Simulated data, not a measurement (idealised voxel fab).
process module | voxel capacitor over wiring
cross-section cut | 225 nm wide | cells 5 nm
A cross-section is a grid of square cells, given in bands from the top down. A band is one or more rows of cells.
Each band's line starts with the height of the band's top and of its bottom, in nm. Then come its materials from left to right, each with its width in nm. One material with "throughout" fills the band from edge to edge. "air" is empty space.
Height 0 is the level under which the wafer as received is all one material. The lowest band goes on downwards, as in "0 down".
A width such as "30 to 40" changes by the same amount from each row of cells to the next, from the band's top row to its bottom row.
"no change" after a step means that no cell of the cross-section changed.
closed voids: empty space of 8 cells or more with no open way to the top, each as width x height at its distance from the left edge, in nm
after a step's settings: what the simulator itself notes on the step
overlay nm, on a step with a mask: how far to the right of its planned place the mask lay; to the left if negative
plan
1 op RECEIVE | material Si
2 op CONFORMAL_DEP | material SiO2 | thk nm 15
3 op CONFORMAL_DEP | material SiCN | thk nm 5
4 op DIRECTIONAL_DEP | material SiO2 | thk nm 20
5 op PATTERN | tone open | mask id METAL_1 | material resist | width nm 30 | pitch nm 95 | thk nm 15 | overlay nm 0
6 op DIRECTIONAL_ETCH | etch materials SiO2 | depth nm 20
7 op DIRECTIONAL_ETCH | etch materials SiCN | depth nm 5
8 op STRIP | etch materials resist
9 op CONFORMAL_DEP | material TiN | thk nm 5
10 op FILL_DEP | material Cu | thk nm 10
11 op CMP | height nm 40
12 op EPI | material Ru | thk nm 5
13 op FILL_DEP | material SiCN | thk nm 5
14 op DIRECTIONAL_DEP | material lowk | thk nm 15
15 op MASKED_ETCH | tone open | mask id PLUG_1 | width nm 15 | etch materials lowk | depth nm 15 | overlay nm 0
16 op MASKED_ETCH | tone open | mask id PLUG_1 | width nm 15 | etch materials SiCN | depth nm 5 | overlay nm 0
17 op CONFORMAL_DEP | material TiN | thk nm 5
18 op FILL_DEP | material Ru | thk nm 10
19 op CMP | height nm 65
20 op DIRECTIONAL_DEP | material TiN | thk nm 5
21 op DIRECTIONAL_DEP | material SiN | thk nm 5
22 op DIRECTIONAL_DEP | material TiN | thk nm 10
23 op PATTERN | tone cover | mask id UPPER_PLATE | material resist | width nm 70 | thk nm 15 | overlay nm 0
24 op DIRECTIONAL_ETCH | etch materials TiN | depth nm 10
25 op DIRECTIONAL_ETCH | etch materials SiN | depth nm 5
26 op STRIP | etch materials resist
27 op PATTERN | tone cover | mask id LOWER_PLATE | material resist | width nm 80 | thk nm 20 | overlay nm 0
28 op DIRECTIONAL_ETCH | etch materials TiN | depth nm 5
29 op STRIP | etch materials resist
30 op FILL_DEP | material SiO2 | thk nm 20
31 op CMP | height nm 100
32 op DIRECTIONAL_DEP | material aC | thk nm 10
33 op PATTERN | tone open | mask id PLUG_2 | material resist | width nm 15 | thk nm 30 | overlay nm 0
34 op DIRECTIONAL_ETCH | etch materials aC | depth nm 10
35 op STRIP | etch materials resist
36 op DIRECTIONAL_ETCH | etch materials SiO2 | depth nm 15
37 op STRIP | etch materials aC
38 op CONFORMAL_DEP | material TiN | thk nm 5
39 op FILL_DEP | material W | thk nm 5
40 op CMP | height nm 100
41 op CONFORMAL_DEP | material SiCN | thk nm 5
first wafer, as planned
as received, after step 1
  0 down: Si throughout
  closed voids: none
after step 2
  15 to 0: SiO2 throughout
  below 0: unchanged
after step 3
  20 to 15: SiCN throughout
  below 15: unchanged
after step 4
  40 to 20: SiO2 throughout
  below 20: unchanged
after step 5
  55 to 40: resist 50 | air 30 | resist 65 | air 30 | resist 50
  below 40: unchanged
after step 6
  55 to 40: resist 50 | air 30 | resist 65 | air 30 | resist 50
  40 to 20: SiO2 50 | air 30 | SiO2 65 | air 30 | SiO2 50
  below 20: unchanged
after step 7
  55 to 40: resist 50 | air 30 | resist 65 | air 30 | resist 50
  40 to 20: SiO2 50 | air 30 | SiO2 65 | air 30 | SiO2 50
  20 to 15: SiCN 50 | air 30 | SiCN 65 | air 30 | SiCN 50
  below 15: unchanged
after step 8
  40 to 20: SiO2 50 | air 30 | SiO2 65 | air 30 | SiO2 50
  below 20: unchanged
after step 9
  45 to 40: TiN 55 | air 20 | TiN 75 | air 20 | TiN 55
  40 to 20: SiO2 50 | TiN 5 | air 20 | TiN 5 | SiO2 65 | TiN 5 | air 20 | TiN 5 | SiO2 50
  20 to 15: SiCN 50 | TiN 30 | SiCN 65 | TiN 30 | SiCN 50
  below 15: unchanged
after step 10
  55 to 45: Cu throughout
  45 to 40: TiN 55 | Cu 20 | TiN 75 | Cu 20 | TiN 55
  40 to 20: SiO2 50 | TiN 5 | Cu 20 | TiN 5 | SiO2 65 | TiN 5 | Cu 20 | TiN 5 | SiO2 50
  below 20: unchanged
after step 11
  40 to 20: SiO2 50 | TiN 5 | Cu 20 | TiN 5 | SiO2 65 | TiN 5 | Cu 20 | TiN 5 | SiO2 50
  below 20: unchanged
after step 12
  45 to 40: air 45 | Ru 40 | air 55 | Ru 40 | air 45
  below 40: unchanged
after step 13
  50 to 45: SiCN throughout
  45 to 40: SiCN 45 | Ru 40 | SiCN 55 | Ru 40 | SiCN 45
  below 40: unchanged
after step 14
  65 to 50: lowk throughout
  below 50: unchanged
after step 15
  65 to 50: lowk 65 | air 15 | lowk 145
  below 50: unchanged
after step 16
  65 to 50: lowk 65 | air 15 | lowk 145
  50 to 45: SiCN 65 | air 15 | SiCN 145
  below 45: unchanged
after step 17
  70 to 65: TiN 70 | air 5 | TiN 150
  65 to 50: lowk 65 | TiN 5 | air 5 | TiN 5 | lowk 145
  50 to 45: SiCN 65 | TiN 15 | SiCN 145
  below 45: unchanged
after step 18
  80 to 70: Ru throughout
  70 to 65: TiN 70 | Ru 5 | TiN 150
  65 to 50: lowk 65 | TiN 5 | Ru 5 | TiN 5 | lowk 145
  below 50: unchanged
after step 19
  65 to 50: lowk 65 | TiN 5 | Ru 5 | TiN 5 | lowk 145
  below 50: unchanged
after step 20
  70 to 65: TiN throughout
  below 65: unchanged
after step 21
  75 to 70: SiN throughout
  below 70: unchanged
after step 22
  85 to 75: TiN throughout
  below 75: unchanged
after step 23
  100 to 85: air 65 | resist 70 | air 90
  below 85: unchanged
after step 24
  100 to 85: air 65 | resist 70 | air 90
  85 to 75: air 65 | TiN 70 | air 90
  below 75: unchanged
after step 25
  100 to 85: air 65 | resist 70 | air 90
  85 to 75: air 65 | TiN 70 | air 90
  75 to 70: air 65 | SiN 70 | air 90
  below 70: unchanged
after step 26
  85 to 75: air 65 | TiN 70 | air 90
  below 75: unchanged
after step 27
  105 to 85: air 60 | resist 80 | air 85
  85 to 75: air 60 | resist 5 | TiN 70 | resist 5 | air 85
  75 to 70: air 60 | resist 5 | SiN 70 | resist 5 | air 85
  below 70: unchanged
after step 28
  105 to 85: air 60 | resist 80 | air 85
  85 to 75: air 60 | resist 5 | TiN 70 | resist 5 | air 85
  75 to 70: air 60 | resist 5 | SiN 70 | resist 5 | air 85
  70 to 65: air 60 | TiN 80 | air 85
  below 65: unchanged
after step 29
  85 to 75: air 65 | TiN 70 | air 90
  75 to 70: air 65 | SiN 70 | air 90
  below 70: unchanged
after step 30
  105 to 85: SiO2 throughout
  85 to 75: SiO2 65 | TiN 70 | SiO2 90
  75 to 70: SiO2 65 | SiN 70 | SiO2 90
  70 to 65: SiO2 60 | TiN 80 | SiO2 85
  below 65: unchanged
after step 31
  100 to 85: SiO2 throughout
  below 85: unchanged
after step 32
  110 to 100: aC throughout
  below 100: unchanged
after step 33
  140 to 110: resist 75 | air 15 | resist 135
  below 110: unchanged
after step 34
  130 to 110: resist 75 | air 15 | resist 135
  110 to 100: aC 75 | air 15 | aC 135
  below 100: unchanged
after step 35
  110 to 100: aC 75 | air 15 | aC 135
  below 100: unchanged
after step 36
  110 to 100: aC 75 | air 15 | aC 135
  100 to 85: SiO2 75 | air 15 | SiO2 135
  below 85: unchanged
after step 37
  100 to 85: SiO2 75 | air 15 | SiO2 135
  below 85: unchanged
after step 38
  105 to 100: TiN 80 | air 5 | TiN 140
  100 to 90: SiO2 75 | TiN 5 | air 5 | TiN 5 | SiO2 135
  90 to 85: SiO2 75 | TiN 15 | SiO2 135
  below 85: unchanged
after step 39
  110 to 105: W throughout
  105 to 100: TiN 80 | W 5 | TiN 140
  100 to 90: SiO2 75 | TiN 5 | W 5 | TiN 5 | SiO2 135
  below 90: unchanged
after step 40
  100 to 90: SiO2 75 | TiN 5 | W 5 | TiN 5 | SiO2 135
  below 90: unchanged
after step 41
  105 to 100: SiCN throughout
  below 100: unchanged
second wafer: like start, like plan, one mistake. Through step 12 it matches the first wafer
when step 13 should have ended
  60 to 55: air 45 | lowk 40 | air 55 | lowk 40 | air 45
  55 to 45: lowk throughout
  45 to 40: lowk 45 | Ru 40 | lowk 55 | Ru 40 | lowk 45
  below 40: unchanged
when step 14 should have ended
  65 to 60: SiCN throughout
  60 to 55: SiCN 45 | lowk 40 | SiCN 55 | lowk 40 | SiCN 45
  below 55: unchanged
when step 15 should have ended: no change
when step 16 should have ended
  65 to 60: SiCN 65 | air 15 | SiCN 145
  below 60: unchanged
when step 17 should have ended
  70 to 65: TiN 70 | air 5 | TiN 150
  65 to 60: SiCN 65 | TiN 15 | SiCN 145
  below 60: unchanged
when step 18 should have ended
  80 to 70: Ru throughout
  70 to 65: TiN 70 | Ru 5 | TiN 150
  below 65: unchanged
when step 19 should have ended
  65 to 60: SiCN 65 | TiN 15 | SiCN 145
  below 60: unchanged
when step 20 should have ended
  70 to 65: TiN throughout
  below 65: unchanged
when step 21 should have ended
  75 to 70: SiN throughout
  below 70: unchanged
when step 22 should have ended
  85 to 75: TiN throughout
  below 75: unchanged
when step 23 should have ended
  100 to 85: air 65 | resist 70 | air 90
  below 85: unchanged
when step 24 should have ended
  100 to 85: air 65 | resist 70 | air 90
  85 to 75: air 65 | TiN 70 | air 90
  below 75: unchanged
when step 25 should have ended
  100 to 85: air 65 | resist 70 | air 90
  85 to 75: air 65 | TiN 70 | air 90
  75 to 70: air 65 | SiN 70 | air 90
  below 70: unchanged
when step 26 should have ended
  85 to 75: air 65 | TiN 70 | air 90
  below 75: unchanged
when step 27 should have ended
  105 to 85: air 60 | resist 80 | air 85
  85 to 75: air 60 | resist 5 | TiN 70 | resist 5 | air 85
  75 to 70: air 60 | resist 5 | SiN 70 | resist 5 | air 85
  below 70: unchanged
when step 28 should have ended
  105 to 85: air 60 | resist 80 | air 85
  85 to 75: air 60 | resist 5 | TiN 70 | resist 5 | air 85
  75 to 70: air 60 | resist 5 | SiN 70 | resist 5 | air 85
  70 to 65: air 60 | TiN 80 | air 85
  below 65: unchanged
when step 29 should have ended
  85 to 75: air 65 | TiN 70 | air 90
  75 to 70: air 65 | SiN 70 | air 90
  below 70: unchanged
when step 30 should have ended
  105 to 85: SiO2 throughout
  85 to 75: SiO2 65 | TiN 70 | SiO2 90
  75 to 70: SiO2 65 | SiN 70 | SiO2 90
  70 to 65: SiO2 60 | TiN 80 | SiO2 85
  below 65: unchanged
when step 31 should have ended
  100 to 85: SiO2 throughout
  below 85: unchanged
when step 32 should have ended
  110 to 100: aC throughout
  below 100: unchanged
when step 33 should have ended
  140 to 110: resist 75 | air 15 | resist 135
  below 110: unchanged
when step 34 should have ended
  130 to 110: resist 75 | air 15 | resist 135
  110 to 100: aC 75 | air 15 | aC 135
  below 100: unchanged
when step 35 should have ended
  110 to 100: aC 75 | air 15 | aC 135
  below 100: unchanged
when step 36 should have ended
  110 to 100: aC 75 | air 15 | aC 135
  100 to 85: SiO2 75 | air 15 | SiO2 135
  below 85: unchanged
when step 37 should have ended
  100 to 85: SiO2 75 | air 15 | SiO2 135
  below 85: unchanged
when step 38 should have ended
  105 to 100: TiN 80 | air 5 | TiN 140
  100 to 90: SiO2 75 | TiN 5 | air 5 | TiN 5 | SiO2 135
  90 to 85: SiO2 75 | TiN 15 | SiO2 135
  below 85: unchanged
when step 39 should have ended
  110 to 105: W throughout
  105 to 100: TiN 80 | W 5 | TiN 140
  100 to 90: SiO2 75 | TiN 5 | W 5 | TiN 5 | SiO2 135
  below 90: unchanged
when step 40 should have ended
  100 to 90: SiO2 75 | TiN 5 | W 5 | TiN 5 | SiO2 135
  below 90: unchanged
when step 41 should have ended
  105 to 100: SiCN throughout
  below 100: unchanged
what went wrong: steps 13 and 14 were swapped
at the end the second wafer has, in cells: 3 fewer of Ru | 6 fewer of TiN | 9 more of lowk
